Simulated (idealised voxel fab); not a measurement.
Herein follows the process module entitled voxel wiring stack.
Section cut is 195 nm wide and gridded with 5 nm square cells.
Think of the cross-section as a grid of square cells. We describe it in bands, top to bottom, and each band covers one or more rows of those cells. Heights first: top, then bottom, in nm. Then materials, left to right, each with a width in nm. "all across" on a single material: fills the band edge to edge. "air": empty space. Below 0: as-received wafer, all one material; heights counted from there. Lowest band: no bottom, goes on down, written "top 0, no bottom". The width entry "30..40" should be interpreted row by row: the top row of cells in the band takes the first number, the bottom row takes the second number, and the change between adjacent rows is uniform throughout. "nothing different" (step): cross-section cells unchanged, all of them. In the "Fully sealed cavities" entry, you get each enclosed empty space of 8 cells or more, one with no open way to the top, written width x height at distance, distance from the left edge, in nm. Step line, after settings: the simulator's comment on this step. "overlay nm" on a masked step: distance the mask lay right of its planned place, negative for left.

-- Process steps foreseen in the plan
1. RECEIVE,material Si
2. CONFORMAL_DEP,material SiO2,thk nm 15
3. DIRECTIONAL_DEP,material TiN,thk nm 5
4. DIRECTIONAL_DEP,material Ru,thk nm 25
5. PATTERN,tone cover,mask id METAL_1,material resist,width nm 30,pitch nm 45,thk nm 20,overlay nm 0
6. DIRECTIONAL_ETCH,etch materials Ru,depth nm 25
7. DIRECTIONAL_ETCH,etch materials TiN,depth nm 5
8. STRIP,etch materials resist
9. CONFORMAL_DEP,material SiN,thk nm 5
10. FILL_DEP,material lowk,thk nm 10
11. CMP,height nm 45
12. CONFORMAL_DEP,material SiCN,thk nm 5
13. DIRECTIONAL_DEP,material lowk,thk nm 15
14. PATTERN,tone open,mask id PLUG_1,material resist,width nm 15,pitch nm 90,thk nm 15,overlay nm 0
15. DIRECTIONAL_ETCH,etch materials lowk,depth nm 15
16. DIRECTIONAL_ETCH,etch materials SiCN,depth nm 5
17. STRIP,etch materials resist
18. CONFORMAL_DEP,material TiN,thk nm 5
19. FILL_DEP,material Cu,thk nm 10
20. CMP,height nm 65
21. CONFORMAL_DEP,material SiCN,thk nm 5
22. DIRECTIONAL_DEP,material SiO2,thk nm 15
23. MASKED_ETCH,tone open,mask id METAL_2,width nm 30,pitch nm 45,etch materials SiO2,depth nm 15,overlay nm 0
24. MASKED_ETCH,tone open,mask id METAL_2,width nm 30,pitch nm 45,etch materials SiCN,depth nm 5,overlay nm 0
25. CONFORMAL_DEP,material TiN,thk nm 5
26. FILL_DEP,material W,thk nm 5
27. CMP,height nm 85
28. CONFORMAL_DEP,material SiCN,thk nm 5
29. DIRECTIONAL_DEP,material lowk,thk nm 35
30. PATTERN,tone open,mask id METAL_3,material resist,width nm 30,pitch nm 45,thk nm 15,overlay nm 0
31. DIRECTIONAL_ETCH,etch materials lowk,depth nm 20
32. STRIP,etch materials resist
33. PATTERN,tone open,mask id METAL_3_HOLES,material resist,width nm 15,pitch nm 90,thk nm 20,overlay nm 0
34. DIRECTIONAL_ETCH,etch materials lowk,depth nm 15
35. DIRECTIONAL_ETCH,etch materials SiCN,depth nm 5
36. STRIP,etch materials resist
37. CONFORMAL_DEP,material TiN,thk nm 5
38. FILL_DEP,material Cu,thk nm 10
39. CMP,height nm 125
40. CONFORMAL_DEP,material SiCN,thk nm 5

-- First wafer out of two, processed as planned

-- Wafer as received: cross-section following step 1
top 0, no bottom = Si all across
Fully sealed cavities: none

-- You're looking at a cross-section of the wafer after step 2
top 15, bottom 0 = SiO2 all across
below 0: unchanged

-- You're looking at a cross-section of the wafer after step 3
top 20, bottom 15 = TiN all across
below 15: unchanged

-- You're looking at a cross-section of the wafer after step 4
top 45, bottom 20 = Ru all across
below 20: unchanged

-- You're looking at a cross-section of the wafer after step 5
top 65, bottom 45 = air: 35  resist: 30  air: 15  resist: 30  air: 15  resist: 30  air: 40
below 45: unchanged

-- You're looking at a cross-section of the wafer after step 6
top 65, bottom 45 = air: 35  resist: 30  air: 15  resist: 30  air: 15  resist: 30  air: 40
top 45, bottom 20 = air: 35  Ru: 30  air: 15  Ru: 30  air: 15  Ru: 30  air: 40
below 20: unchanged

-- You're looking at a cross-section of the wafer after step 7
top 65, bottom 45 = air: 35  resist: 30  air: 15  resist: 30  air: 15  resist: 30  air: 40
top 45, bottom 20 = air: 35  Ru: 30  air: 15  Ru: 30  air: 15  Ru: 30  air: 40
top 20, bottom 15 = air: 35  TiN: 30  air: 15  TiN: 30  air: 15  TiN: 30  air: 40
below 15: unchanged

-- You're looking at a cross-section of the wafer after step 8
top 45, bottom 20 = air: 35  Ru: 30  air: 15  Ru: 30  air: 15  Ru: 30  air: 40
below 20: unchanged

-- You're looking at a cross-section of the wafer after step 9
top 50, bottom 45 = air: 30  SiN: 40  air: 5  SiN: 40  air: 5  SiN: 40  air: 35
top 45, bottom 20 = air: 30  SiN: 5  Ru: 30  SiN: 5  air: 5  SiN: 5  Ru: 30  SiN: 5  air: 5  SiN: 5  Ru: 30  SiN: 5  air: 35
top 20, bottom 15 = SiN: 35  TiN: 30  SiN: 15  TiN: 30  SiN: 15  TiN: 30  SiN: 40
below 15: unchanged

-- You're looking at a cross-section of the wafer after step 10
top 60, bottom 50 = lowk all across
top 50, bottom 45 = lowk: 30  SiN: 40  lowk: 5  SiN: 40  lowk: 5  SiN: 40  lowk: 35
top 45, bottom 20 = lowk: 30  SiN: 5  Ru: 30  SiN: 5  lowk: 5  SiN: 5  Ru: 30  SiN: 5  lowk: 5  SiN: 5  Ru: 30  SiN: 5  lowk: 35
below 20: unchanged

-- You're looking at a cross-section of the wafer after step 11
top 45, bottom 20 = lowk: 30  SiN: 5  Ru: 30  SiN: 5  lowk: 5  SiN: 5  Ru: 30  SiN: 5  lowk: 5  SiN: 5  Ru: 30  SiN: 5  lowk: 35
below 20: unchanged

-- You're looking at a cross-section of the wafer after step 12
top 50, bottom 45 = SiCN all across
below 45: unchanged

-- You're looking at a cross-section of the wafer after step 13
top 65, bottom 50 = lowk all across
below 50: unchanged

-- You're looking at a cross-section of the wafer after step 14
top 80, bottom 65 = resist: 35  air: 15  resist: 75  air: 15  resist: 55
below 65: unchanged

-- You're looking at a cross-section of the wafer after step 15
top 80, bottom 65 = resist: 35  air: 15  resist: 75  air: 15  resist: 55
top 65, bottom 50 = lowk: 35  air: 15  lowk: 75  air: 15  lowk: 55
below 50: unchanged

-- You're looking at a cross-section of the wafer after step 16
top 80, bottom 65 = resist: 35  air: 15  resist: 75  air: 15  resist: 55
top 65, bottom 50 = lowk: 35  air: 15  lowk: 75  air: 15  lowk: 55
top 50, bottom 45 = SiCN: 35  air: 15  SiCN: 75  air: 15  SiCN: 55
below 45: unchanged

-- You're looking at a cross-section of the wafer after step 17
top 65, bottom 50 = lowk: 35  air: 15  lowk: 75  air: 15  lowk: 55
below 50: unchanged

-- You're looking at a cross-section of the wafer after step 18
top 70, bottom 65 = TiN: 40  air: 5  TiN: 85  air: 5  TiN: 60
top 65, bottom 50 = lowk: 35  TiN: 5  air: 5  TiN: 5  lowk: 75  TiN: 5  air: 5  TiN: 5  lowk: 55
top 50, bottom 45 = SiCN: 35  TiN: 15  SiCN: 75  TiN: 15  SiCN: 55
below 45: unchanged

-- You're looking at a cross-section of the wafer after step 19
top 80, bottom 70 = Cu all across
top 70, bottom 65 = TiN: 40  Cu: 5  TiN: 85  Cu: 5  TiN: 60
top 65, bottom 50 = lowk: 35  TiN: 5  Cu: 5  TiN: 5  lowk: 75  TiN: 5  Cu: 5  TiN: 5  lowk: 55
below 50: unchanged

-- You're looking at a cross-section of the wafer after step 20
top 65, bottom 50 = lowk: 35  TiN: 5  Cu: 5  TiN: 5  lowk: 75  TiN: 5  Cu: 5  TiN: 5  lowk: 55
below 50: unchanged

-- You're looking at a cross-section of the wafer after step 21
top 70, bottom 65 = SiCN all across
below 65: unchanged

-- You're looking at a cross-section of the wafer after step 22
top 85, bottom 70 = SiO2 all across
below 70: unchanged

-- You're looking at a cross-section of the wafer after step 23
top 85, bottom 70 = SiO2: 35  air: 30  SiO2: 15  air: 30  SiO2: 15  air: 30  SiO2: 40
below 70: unchanged

-- You're looking at a cross-section of the wafer after step 24
top 85, bottom 70 = SiO2: 35  air: 30  SiO2: 15  air: 30  SiO2: 15  air: 30  SiO2: 40
top 70, bottom 65 = SiCN: 35  air: 30  SiCN: 15  air: 30  SiCN: 15  air: 30  SiCN: 40
below 65: unchanged

-- You're looking at a cross-section of the wafer after step 25
top 90, bottom 85 = TiN: 40  air: 20  TiN: 25  air: 20  TiN: 25  air: 20  TiN: 45
top 85, bottom 70 = SiO2: 35  TiN: 5  air: 20  TiN: 5  SiO2: 15  TiN: 5  air: 20  TiN: 5  SiO2: 15  TiN: 5  air: 20  TiN: 5  SiO2: 40
top 70, bottom 65 = SiCN: 35  TiN: 30  SiCN: 15  TiN: 30  SiCN: 15  TiN: 30  SiCN: 40
below 65: unchanged

-- You're looking at a cross-section of the wafer after step 26
top 95, bottom 90 = W all across
top 90, bottom 85 = TiN: 40  W: 20  TiN: 25  W: 20  TiN: 25  W: 20  TiN: 45
top 85, bottom 70 = SiO2: 35  TiN: 5  W: 20  TiN: 5  SiO2: 15  TiN: 5  W: 20  TiN: 5  SiO2: 15  TiN: 5  W: 20  TiN: 5  SiO2: 40
below 70: unchanged

-- You're looking at a cross-section of the wafer after step 27
top 85, bottom 70 = SiO2: 35  TiN: 5  W: 20  TiN: 5  SiO2: 15  TiN: 5  W: 20  TiN: 5  SiO2: 15  TiN: 5  W: 20  TiN: 5  SiO2: 40
below 70: unchanged

-- You're looking at a cross-section of the wafer after step 28
top 90, bottom 85 = SiCN all across
below 85: unchanged

-- You're looking at a cross-section of the wafer after step 29
top 125, bottom 90 = lowk all across
below 90: unchanged

-- You're looking at a cross-section of the wafer after step 30
top 140, bottom 125 = resist: 35  air: 30  resist: 15  air: 30  resist: 15  air: 30  resist: 40
below 125: unchanged

-- You're looking at a cross-section of the wafer after step 31
top 140, bottom 125 = resist: 35  air: 30  resist: 15  air: 30  resist: 15  air: 30  resist: 40
top 125, bottom 105 = lowk: 35  air: 30  lowk: 15  air: 30  lowk: 15  air: 30  lowk: 40
below 105: unchanged

-- You're looking at a cross-section of the wafer after step 32
top 125, bottom 105 = lowk: 35  air: 30  lowk: 15  air: 30  lowk: 15  air: 30  lowk: 40
below 105: unchanged

-- You're looking at a cross-section of the wafer after step 33
top 145, bottom 125 = resist: 35  air: 15  resist: 75  air: 15  resist: 55
top 125, bottom 105 = lowk: 35  air: 15  resist: 15  lowk: 15  resist: 30  lowk: 15  air: 15  resist: 15  lowk: 40
below 105: unchanged

-- You're looking at a cross-section of the wafer after step 34
top 145, bottom 125 = resist: 35  air: 15  resist: 75  air: 15  resist: 55
top 125, bottom 105 = lowk: 35  air: 15  resist: 15  lowk: 15  resist: 30  lowk: 15  air: 15  resist: 15  lowk: 40
top 105, bottom 90 = lowk: 35  air: 15  lowk: 75  air: 15  lowk: 55
below 90: unchanged

-- You're looking at a cross-section of the wafer after step 35
top 145, bottom 125 = resist: 35  air: 15  resist: 75  air: 15  resist: 55
top 125, bottom 105 = lowk: 35  air: 15  resist: 15  lowk: 15  resist: 30  lowk: 15  air: 15  resist: 15  lowk: 40
top 105, bottom 90 = lowk: 35  air: 15  lowk: 75  air: 15  lowk: 55
top 90, bottom 85 = SiCN: 35  air: 15  SiCN: 75  air: 15  SiCN: 55
below 85: unchanged

-- You're looking at a cross-section of the wafer after step 36
top 125, bottom 105 = lowk: 35  air: 30  lowk: 15  air: 30  lowk: 15  air: 30  lowk: 40
below 105: unchanged

-- You're looking at a cross-section of the wafer after step 37
top 130, bottom 125 = TiN: 40  air: 20  TiN: 25  air: 20  TiN: 25  air: 20  TiN: 45
top 125, bottom 110 = lowk: 35  TiN: 5  air: 20  TiN: 5  lowk: 15  TiN: 5  air: 20  TiN: 5  lowk: 15  TiN: 5  air: 20  TiN: 5  lowk: 40
top 110, bottom 105 = lowk: 35  TiN: 5  air: 5  TiN: 20  lowk: 15  TiN: 30  lowk: 15  TiN: 5  air: 5  TiN: 20  lowk: 40
top 105, bottom 90 = lowk: 35  TiN: 5  air: 5  TiN: 5  lowk: 75  TiN: 5  air: 5  TiN: 5  lowk: 55
top 90, bottom 85 = SiCN: 35  TiN: 15  SiCN: 75  TiN: 15  SiCN: 55
below 85: unchanged

-- You're looking at a cross-section of the wafer after step 38
top 140, bottom 130 = Cu all across
top 130, bottom 125 = TiN: 40  Cu: 20  TiN: 25  Cu: 20  TiN: 25  Cu: 20  TiN: 45
top 125, bottom 110 = lowk: 35  TiN: 5  Cu: 20  TiN: 5  lowk: 15  TiN: 5  Cu: 20  TiN: 5  lowk: 15  TiN: 5  Cu: 20  TiN: 5  lowk: 40
top 110, bottom 105 = lowk: 35  TiN: 5  Cu: 5  TiN: 20  lowk: 15  TiN: 30  lowk: 15  TiN: 5  Cu: 5  TiN: 20  lowk: 40
top 105, bottom 90 = lowk: 35  TiN: 5  Cu: 5  TiN: 5  lowk: 75  TiN: 5  Cu: 5  TiN: 5  lowk: 55
below 90: unchanged

-- You're looking at a cross-section of the wafer after step 39
top 125, bottom 110 = lowk: 35  TiN: 5  Cu: 20  TiN: 5  lowk: 15  TiN: 5  Cu: 20  TiN: 5  lowk: 15  TiN: 5  Cu: 20  TiN: 5  lowk: 40
below 110: unchanged

-- You're looking at a cross-section of the wafer after step 40
top 130, bottom 125 = SiCN all across
below 125: unchanged

-- Wafer two of the pair: same origin, same plan, one error during the run; identical to wafer one up to and including step 23

-- At the planned end of step 24, the second wafer in cross-section
top 85, bottom 70 = SiO2: 35  air: 30  SiO2: 15  air: 30  SiO2: 15  air: 30  SiO2: 40
top 70, bottom 65 = SiCN: 40  air: 20  SiCN: 25  air: 20  SiCN: 25  air: 20  SiCN: 45
below 65: unchanged

-- At the planned end of step 25, the second wafer in cross-section
top 90, bottom 85 = TiN: 40  air: 20  TiN: 25  air: 20  TiN: 25  air: 20  TiN: 45
top 85, bottom 75 = SiO2: 35  TiN: 5  air: 20  TiN: 5  SiO2: 15  TiN: 5  air: 20  TiN: 5  SiO2: 15  TiN: 5  air: 20  TiN: 5  SiO2: 40
top 75, bottom 70 = SiO2: 35  TiN: 10  air: 10  TiN: 10  SiO2: 15  TiN: 10  air: 10  TiN: 10  SiO2: 15  TiN: 10  air: 10  TiN: 10  SiO2: 40
top 70, bottom 65 = SiCN: 40  TiN: 20  SiCN: 25  TiN: 20  SiCN: 25  TiN: 20  SiCN: 45
below 65: unchanged

-- At the planned end of step 26, the second wafer in cross-section
top 95, bottom 90 = W all across
top 90, bottom 85 = TiN: 40  W: 20  TiN: 25  W: 20  TiN: 25  W: 20  TiN: 45
top 85, bottom 75 = SiO2: 35  TiN: 5  W: 20  TiN: 5  SiO2: 15  TiN: 5  W: 20  TiN: 5  SiO2: 15  TiN: 5  W: 20  TiN: 5  SiO2: 40
top 75, bottom 70 = SiO2: 35  TiN: 10  W: 10  TiN: 10  SiO2: 15  TiN: 10  W: 10  TiN: 10  SiO2: 15  TiN: 10  W: 10  TiN: 10  SiO2: 40
below 70: unchanged

-- At the planned end of step 27, the second wafer in cross-section
top 85, bottom 75 = SiO2: 35  TiN: 5  W: 20  TiN: 5  SiO2: 15  TiN: 5  W: 20  TiN: 5  SiO2: 15  TiN: 5  W: 20  TiN: 5  SiO2: 40
below 75: unchanged

-- At the planned end of step 28, the second wafer in cross-section
top 90, bottom 85 = SiCN all across
below 85: unchanged

-- At the planned end of step 29, the second wafer in cross-section
top 125, bottom 90 = lowk all across
below 90: unchanged

-- At the planned end of step 30, the second wafer in cross-section
top 140, bottom 125 = resist: 35  air: 30  resist: 15  air: 30  resist: 15  air: 30  resist: 40
below 125: unchanged

-- At the planned end of step 31, the second wafer in cross-section
top 140, bottom 125 = resist: 35  air: 30  resist: 15  air: 30  resist: 15  air: 30  resist: 40
top 125, bottom 105 = lowk: 35  air: 30  lowk: 15  air: 30  lowk: 15  air: 30  lowk: 40
below 105: unchanged

-- At the planned end of step 32, the second wafer in cross-section
top 125, bottom 105 = lowk: 35  air: 30  lowk: 15  air: 30  lowk: 15  air: 30  lowk: 40
below 105: unchanged

-- At the planned end of step 33, the second wafer in cross-section
top 145, bottom 125 = resist: 35  air: 15  resist: 75  air: 15  resist: 55
top 125, bottom 105 = lowk: 35  air: 15  resist: 15  lowk: 15  resist: 30  lowk: 15  air: 15  resist: 15  lowk: 40
below 105: unchanged

-- At the planned end of step 34, the second wafer in cross-section
top 145, bottom 125 = resist: 35  air: 15  resist: 75  air: 15  resist: 55
top 125, bottom 105 = lowk: 35  air: 15  resist: 15  lowk: 15  resist: 30  lowk: 15  air: 15  resist: 15  lowk: 40
top 105, bottom 90 = lowk: 35  air: 15  lowk: 75  air: 15  lowk: 55
below 90: unchanged

-- At the planned end of step 35, the second wafer in cross-section
top 145, bottom 125 = resist: 35  air: 15  resist: 75  air: 15  resist: 55
top 125, bottom 105 = lowk: 35  air: 15  resist: 15  lowk: 15  resist: 30  lowk: 15  air: 15  resist: 15  lowk: 40
top 105, bottom 90 = lowk: 35  air: 15  lowk: 75  air: 15  lowk: 55
top 90, bottom 85 = SiCN: 35  air: 15  SiCN: 75  air: 15  SiCN: 55
below 85: unchanged

-- At the planned end of step 36, the second wafer in cross-section
top 125, bottom 105 = lowk: 35  air: 30  lowk: 15  air: 30  lowk: 15  air: 30  lowk: 40
below 105: unchanged

-- At the planned end of step 37, the second wafer in cross-section
top 130, bottom 125 = TiN: 40  air: 20  TiN: 25  air: 20  TiN: 25  air: 20  TiN: 45
top 125, bottom 110 = lowk: 35  TiN: 5  air: 20  TiN: 5  lowk: 15  TiN: 5  air: 20  TiN: 5  lowk: 15  TiN: 5  air: 20  TiN: 5  lowk: 40
top 110, bottom 105 = lowk: 35  TiN: 5  air: 5  TiN: 20  lowk: 15  TiN: 30  lowk: 15  TiN: 5  air: 5  TiN: 20  lowk: 40
top 105, bottom 90 = lowk: 35  TiN: 5  air: 5  TiN: 5  lowk: 75  TiN: 5  air: 5  TiN: 5  lowk: 55
top 90, bottom 85 = SiCN: 35  TiN: 15  SiCN: 75  TiN: 15  SiCN: 55
below 85: unchanged

-- At the planned end of step 38, the second wafer in cross-section
top 140, bottom 130 = Cu all across
top 130, bottom 125 = TiN: 40  Cu: 20  TiN: 25  Cu: 20  TiN: 25  Cu: 20  TiN: 45
top 125, bottom 110 = lowk: 35  TiN: 5  Cu: 20  TiN: 5  lowk: 15  TiN: 5  Cu: 20  TiN: 5  lowk: 15  TiN: 5  Cu: 20  TiN: 5  lowk: 40
top 110, bottom 105 = lowk: 35  TiN: 5  Cu: 5  TiN: 20  lowk: 15  TiN: 30  lowk: 15  TiN: 5  Cu: 5  TiN: 20  lowk: 40
top 105, bottom 90 = lowk: 35  TiN: 5  Cu: 5  TiN: 5  lowk: 75  TiN: 5  Cu: 5  TiN: 5  lowk: 55
below 90: unchanged

-- At the planned end of step 39, the second wafer in cross-section
top 125, bottom 110 = lowk: 35  TiN: 5  Cu: 20  TiN: 5  lowk: 15  TiN: 5  Cu: 20  TiN: 5  lowk: 15  TiN: 5  Cu: 20  TiN: 5  lowk: 40
below 110: unchanged

-- At the planned end of step 40, the second wafer in cross-section
top 130, bottom 125 = SiCN all across
below 125: unchanged
The plan and the run diverged here: step 24 went in with a setting other than planned; the actual run was MASKED_ETCH,tone open,mask id METAL_2,width nm 20,pitch nm 45,etch materials SiCN,depth nm 5,overlay nm 0
Final comparison by cell count, materials where the second wafer has more or fewer than the first: 6 more of SiCN, 6 fewer of W
